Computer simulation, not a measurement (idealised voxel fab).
process module | voxel released beams
cross-section cut | 220 nm wide | cells 5 nm
A cross-section is a grid of square cells, given in bands from the top down. A band is one or more rows of cells.
Each band's line starts with the height of the band's top and of its bottom, in nm. Then come its materials from left to right, each with its width in nm. One material with "throughout" fills the band from edge to edge. "air" is empty space.
Height 0 is the level under which the wafer as received is all one material. The lowest band goes on downwards, as in "0 down".
A width such as "30 to 40" changes by the same amount from each row of cells to the next, from the band's top row to its bottom row.
"no change" after a step means that no cell of the cross-section changed.
closed voids: empty space of 8 cells or more with no open way to the top, each as width x height at its distance from the left edge, in nm
after a step's settings: what the simulator itself notes on the step
overlay nm, on a step with a mask: how far to the right of its planned place the mask lay; to the left if negative
plan
1 op RECEIVE | material Si
2 op CONFORMAL_DEP | material SiN | thk nm 5
3 op DIRECTIONAL_DEP | material SiO2 | thk nm 15
4 op DIRECTIONAL_DEP | material aC | thk nm 15
5 op PATTERN | tone open | mask id ANCHOR | material resist | width nm 30 | thk nm 30 | overlay nm 0
6 op DIRECTIONAL_ETCH | etch materials aC | depth nm 5
7 op STRIP | etch materials resist
8 op DIRECTIONAL_ETCH | etch materials SiO2 | depth nm 15
9 op STRIP | etch materials aC
10 op CONFORMAL_DEP | material W | thk nm 10
11 op DIRECTIONAL_DEP | material aC | thk nm 10
12 op PATTERN | tone cover | mask id BEAM | material resist | width nm 105 | thk nm 25 | overlay nm 0
13 op DIRECTIONAL_ETCH | etch materials aC | depth nm 10
14 op STRIP | etch materials resist
15 op DIRECTIONAL_ETCH | etch materials W | depth nm 10
16 op STRIP | etch materials aC
17 op STRIP | etch materials SiO2
varied across the wafers: depth nm of step 6. The plan shows the first wafer's value. All wafers start alike
first wafer as received, after step 1
  0 down: Si throughout
  closed voids: none
first wafer at the end, after step 17
  5 to 0: SiN throughout
  0 down: Si throughout
  closed voids: none
last wafer at the end
  30 to 20: air 55 | W 15 | air 10 | W 80 | air 60
  20 to 15: air 60 | W 10 | air 10 | W 10 | air 130
  15 to 5: air 60 | W 30 | air 130
  5 to 0: SiN throughout
  0 down: Si throughout
  closed voids: none
each wafer at the end: cells of each material gained (+) or lost (-) since it was received, then its closed voids
depth nm 5 | +44 SiN | closed voids: none
depth nm 10 | +44 SiN | closed voids: none
depth nm 15 | +44 SiN | +54 W | closed voids: none
depth nm 20 | +44 SiN | +54 W | closed voids: none
depth nm 25 | +44 SiN | +54 W | closed voids: none
depth nm 30 | +44 SiN | +54 W | closed voids: none
